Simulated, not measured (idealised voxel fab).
process module | voxel trench capacitor
cross-section cut | 185 nm wide | cells 5 nm
A cross-section is a grid of square cells, given in bands from the top down. A band is one or more rows of cells.
Each band's line starts with the height of the band's top and of its bottom, in nm. Then come its materials from left to right, each with its width in nm. One material with "throughout" fills the band from edge to edge. "air" is empty space.
Height 0 is the level under which the wafer as received is all one material. The lowest band goes on downwards, as in "0 down".
A width such as "30 to 40" changes by the same amount from each row of cells to the next, from the band's top row to its bottom row.
"no change" after a step means that no cell of the cross-section changed.
closed voids: empty space of 8 cells or more with no open way to the top, each as width x height at its distance from the left edge, in nm
after a step's settings: what the simulator itself notes on the step
overlay nm, on a step with a mask: how far to the right of its planned place the mask lay; to the left if negative
plan
1 op RECEIVE | material Si
2 op CONFORMAL_DEP | material SiN | thk nm 10
3 op PATTERN | tone open | mask id TRENCH | material resist | width nm 15 | pitch nm 40 | thk nm 15 | overlay nm 0
4 op DIRECTIONAL_ETCH | etch materials SiN | depth nm 10
5 op DIRECTIONAL_ETCH | etch materials Si | depth nm 30
6 op STRIP | etch materials resist
7 op CONFORMAL_DEP | material Al2O3 | thk nm 5
8 op FILL_DEP | material polySi | thk nm 5
9 op CMP | height nm 10
first wafer, as planned
as received, after step 1
  0 down: Si throughout
  closed voids: none
after step 2
  10 to 0: SiN throughout
  below 0: unchanged
after step 3
  25 to 10: resist 25 | air 15 | resist 25 | air 15 | resist 25 | air 15 | resist 25 | air 15 | resist 25
  below 10: unchanged
after step 4
  25 to 10: resist 25 | air 15 | resist 25 | air 15 | resist 25 | air 15 | resist 25 | air 15 | resist 25
  10 to 0: SiN 25 | air 15 | SiN 25 | air 15 | SiN 25 | air 15 | SiN 25 | air 15 | SiN 25
  below 0: unchanged
after step 5
  25 to 10: resist 25 | air 15 | resist 25 | air 15 | resist 25 | air 15 | resist 25 | air 15 | resist 25
  10 to 0: SiN 25 | air 15 | SiN 25 | air 15 | SiN 25 | air 15 | SiN 25 | air 15 | SiN 25
  0 to -30: Si 25 | air 15 | Si 25 | air 15 | Si 25 | air 15 | Si 25 | air 15 | Si 25
  below -30: unchanged
after step 6
  10 to 0: SiN 25 | air 15 | SiN 25 | air 15 | SiN 25 | air 15 | SiN 25 | air 15 | SiN 25
  below 0: unchanged
after step 7
  15 to 10: Al2O3 30 | air 5 | Al2O3 35 | air 5 | Al2O3 35 | air 5 | Al2O3 35 | air 5 | Al2O3 30
  10 to 0: SiN 25 | Al2O3 5 | air 5 | Al2O3 5 | SiN 25 | Al2O3 5 | air 5 | Al2O3 5 | SiN 25 | Al2O3 5 | air 5 | Al2O3 5 | SiN 25 | Al2O3 5 | air 5 | Al2O3 5 | SiN 25
  0 to -25: Si 25 | Al2O3 5 | air 5 | Al2O3 5 | Si 25 | Al2O3 5 | air 5 | Al2O3 5 | Si 25 | Al2O3 5 | air 5 | Al2O3 5 | Si 25 | Al2O3 5 | air 5 | Al2O3 5 | Si 25
  -25 to -30: Si 25 | Al2O3 15 | Si 25 | Al2O3 15 | Si 25 | Al2O3 15 | Si 25 | Al2O3 15 | Si 25
  below -30: unchanged
after step 8
  20 to 15: polySi throughout
  15 to 10: Al2O3 30 | polySi 5 | Al2O3 35 | polySi 5 | Al2O3 35 | polySi 5 | Al2O3 35 | polySi 5 | Al2O3 30
  10 to 0: SiN 25 | Al2O3 5 | polySi 5 | Al2O3 5 | SiN 25 | Al2O3 5 | polySi 5 | Al2O3 5 | SiN 25 | Al2O3 5 | polySi 5 | Al2O3 5 | SiN 25 | Al2O3 5 | polySi 5 | Al2O3 5 | SiN 25
  0 to -25: Si 25 | Al2O3 5 | polySi 5 | Al2O3 5 | Si 25 | Al2O3 5 | polySi 5 | Al2O3 5 | Si 25 | Al2O3 5 | polySi 5 | Al2O3 5 | Si 25 | Al2O3 5 | polySi 5 | Al2O3 5 | Si 25
  below -25: unchanged
after step 9
  10 to 0: SiN 25 | Al2O3 5 | polySi 5 | Al2O3 5 | SiN 25 | Al2O3 5 | polySi 5 | Al2O3 5 | SiN 25 | Al2O3 5 | polySi 5 | Al2O3 5 | SiN 25 | Al2O3 5 | polySi 5 | Al2O3 5 | SiN 25
  below 0: unchanged
second wafer: like start, like plan, one mistake. Through step 2 it matches the first wafer
when step 3 should have ended
  25 to 10: resist 25 | air 20 | resist 20 | air 20 | resist 20 | air 20 | resist 20 | air 20 | resist 20
  below 10: unchanged
when step 4 should have ended
  25 to 10: resist 25 | air 20 | resist 20 | air 20 | resist 20 | air 20 | resist 20 | air 20 | resist 20
  10 to 0: SiN 25 | air 20 | SiN 20 | air 20 | SiN 20 | air 20 | SiN 20 | air 20 | SiN 20
  below 0: unchanged
when step 5 should have ended
  25 to 10: resist 25 | air 20 | resist 20 | air 20 | resist 20 | air 20 | resist 20 | air 20 | resist 20
  10 to 0: SiN 25 | air 20 | SiN 20 | air 20 | SiN 20 | air 20 | SiN 20 | air 20 | SiN 20
  0 to -30: Si 25 | air 20 | Si 20 | air 20 | Si 20 | air 20 | Si 20 | air 20 | Si 20
  below -30: unchanged
when step 6 should have ended
  10 to 0: SiN 25 | air 20 | SiN 20 | air 20 | SiN 20 | air 20 | SiN 20 | air 20 | SiN 20
  below 0: unchanged
when step 7 should have ended
  15 to 10: Al2O3 30 | air 10 | Al2O3 30 | air 10 | Al2O3 30 | air 10 | Al2O3 30 | air 10 | Al2O3 25
  10 to 0: SiN 25 | Al2O3 5 | air 10 | Al2O3 5 | SiN 20 | Al2O3 5 | air 10 | Al2O3 5 | SiN 20 | Al2O3 5 | air 10 | Al2O3 5 | SiN 20 | Al2O3 5 | air 10 | Al2O3 5 | SiN 20
  0 to -25: Si 25 | Al2O3 5 | air 10 | Al2O3 5 | Si 20 | Al2O3 5 | air 10 | Al2O3 5 | Si 20 | Al2O3 5 | air 10 | Al2O3 5 | Si 20 | Al2O3 5 | air 10 | Al2O3 5 | Si 20
  -25 to -30: Si 25 | Al2O3 20 | Si 20 | Al2O3 20 | Si 20 | Al2O3 20 | Si 20 | Al2O3 20 | Si 20
  below -30: unchanged
when step 8 should have ended
  20 to 15: polySi throughout
  15 to 10: Al2O3 30 | polySi 10 | Al2O3 30 | polySi 10 | Al2O3 30 | polySi 10 | Al2O3 30 | polySi 10 | Al2O3 25
  10 to 0: SiN 25 | Al2O3 5 | polySi 10 | Al2O3 5 | SiN 20 | Al2O3 5 | polySi 10 | Al2O3 5 | SiN 20 | Al2O3 5 | polySi 10 | Al2O3 5 | SiN 20 | Al2O3 5 | polySi 10 | Al2O3 5 | SiN 20
  0 to -25: Si 25 | Al2O3 5 | polySi 10 | Al2O3 5 | Si 20 | Al2O3 5 | polySi 10 | Al2O3 5 | Si 20 | Al2O3 5 | polySi 10 | Al2O3 5 | Si 20 | Al2O3 5 | polySi 10 | Al2O3 5 | Si 20
  below -25: unchanged
when step 9 should have ended
  10 to 0: SiN 25 | Al2O3 5 | polySi 10 | Al2O3 5 | SiN 20 | Al2O3 5 | polySi 10 | Al2O3 5 | SiN 20 | Al2O3 5 | polySi 10 | Al2O3 5 | SiN 20 | Al2O3 5 | polySi 10 | Al2O3 5 | SiN 20
  below 0: unchanged
what went wrong: step 3 ran as: op PATTERN | tone open | mask id TRENCH | material resist | width nm 20 | pitch nm 40 | thk nm 15 | overlay nm 0
at the end the second wafer has, in cells: 4 more of Al2O3 | 24 fewer of Si | 8 fewer of SiN | 28 more of polySi
